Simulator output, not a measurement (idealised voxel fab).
Name of the process module below: voxel trench capacitor
The cross-section shown here is cut; it is 250 nm wide and divided into square cells measuring 5 nm on a side.
Cross-section format: a grid of square cells, given as bands from top to bottom; each band is one or more rows of cells.
It is stipulated that each band's entry specify, in nanometres, the height of the top of the band and then that of its bottom, followed by the materials of the band in left-to-right sequence, each together with its width in nanometres. A single material marked by the word "everywhere" is understood to fill the band from edge to edge; the word "blank" is understood to denote empty space.
The reference from which all heights are counted is 0, the level beneath which the as-received wafer is entirely one material; the lowest band, having no lower bound, proceeds downward and is written after the example "0 -> down".
It should be noted that a width expressed as "30..40" varies in equal increments from row to row of cells within the band, taking the value of the first number at the top row and that of the second number at the bottom row.
"no modification" means the step left every cell of the cross-section as it was.
You'll see "Enclosed void inventory" listing empty spaces that have no way open to the top, as long as they're 8 cells or more; the notation is width x height at distance, where the distance is from the left edge, and all of it is in nm.
On a step's line, text after the settings is the simulator commenting on that step.
The optional step-line setting "overlay nm" applies to steps with a mask and quantifies how far to the right of its planned location the mask lay, a negative value indicating leftward placement.
Every pair from here on: before one process step, after it. The after cross-section reaches only to the lowest band that changed. Below the pair: the step in between and its settings. Pairs can belong to different runs of this module on the same starting wafer; a pair carries on from the pair above only if the entry headed "Incoming structure" says so.

**Incoming structure**
10 -> 0 | blank: 80; SiN: 30; blank: 30; SiN: 30; blank: 80
0 -> -25 | blank: 80; Si: 30; blank: 30; Si: 30; blank: 80
-25 -> down | Si everywhere
Enclosed void inventory: none

**Step Result**
15 -> 10 | blank: 75; Al2O3: 40; blank: 20; Al2O3: 40; blank: 75
10 -> 0 | blank: 75; Al2O3: 5; SiN: 30; Al2O3: 5; blank: 20; Al2O3: 5; SiN: 30; Al2O3: 5; blank: 75
0 -> -20 | blank: 75; Al2O3: 5; Si: 30; Al2O3: 5; blank: 20; Al2O3: 5; Si: 30; Al2O3: 5; blank: 75
-20 -> -25 | Al2O3: 80; Si: 30; Al2O3: 30; Si: 30; Al2O3: 80
Lower than -25, everything is as it was.
Enclosed void inventory: none
Step between the cross-sections above: op CONFORMAL_DEP | material Al2O3 | thk nm 5

Incoming structure: refer to the pair immediately above; the cross-section shown after its step is the state before this one.

**Step Result**
20 -> 15 | blank: 70; TiN: 50; blank: 10; TiN: 50; blank: 70
15 -> 10 | blank: 70; TiN: 5; Al2O3: 40; TiN: 5; blank: 10; TiN: 5; Al2O3: 40; TiN: 5; blank: 70
10 -> 0 | blank: 70; TiN: 5; Al2O3: 5; SiN: 30; Al2O3: 5; TiN: 5; blank: 10; TiN: 5; Al2O3: 5; SiN: 30; Al2O3: 5; TiN: 5; blank: 70
0 -> -15 | blank: 70; TiN: 5; Al2O3: 5; Si: 30; Al2O3: 5; TiN: 5; blank: 10; TiN: 5; Al2O3: 5; Si: 30; Al2O3: 5; TiN: 5; blank: 70
-15 -> -20 | TiN: 75; Al2O3: 5; Si: 30; Al2O3: 5; TiN: 20; Al2O3: 5; Si: 30; Al2O3: 5; TiN: 75
Lower than -20, everything is as it was.
Enclosed void inventory: none
Step between the cross-sections above: op CONFORMAL_DEP | material TiN | thk nm 5

Incoming structure: refer to the pair immediately above; the cross-section shown after its step is the state before this one.

**Step Result**
25 -> 20 | W everywhere
20 -> 15 | W: 70; TiN: 50; W: 10; TiN: 50; W: 70
15 -> 10 | W: 70; TiN: 5; Al2O3: 40; TiN: 5; W: 10; TiN: 5; Al2O3: 40; TiN: 5; W: 70
10 -> 0 | W: 70; TiN: 5; Al2O3: 5; SiN: 30; Al2O3: 5; TiN: 5; W: 10; TiN: 5; Al2O3: 5; SiN: 30; Al2O3: 5; TiN: 5; W: 70
0 -> -15 | W: 70; TiN: 5; Al2O3: 5; Si: 30; Al2O3: 5; TiN: 5; W: 10; TiN: 5; Al2O3: 5; Si: 30; Al2O3: 5; TiN: 5; W: 70
Lower than -15, everything is as it was.
Enclosed void inventory: none
Step between the cross-sections above: op FILL_DEP | material W | thk nm 5

Incoming structure: refer to the pair immediately above; the cross-section shown after its step is the state before this one.

**Step Result**
10 -> 0 | W: 70; TiN: 5; Al2O3: 5; SiN: 30; Al2O3: 5; TiN: 5; W: 10; TiN: 5; Al2O3: 5; SiN: 30; Al2O3: 5; TiN: 5; W: 70
Lower than 0, everything is as it was.
Enclosed void inventory: none
Step between the cross-sections above: op CMP | height nm 10
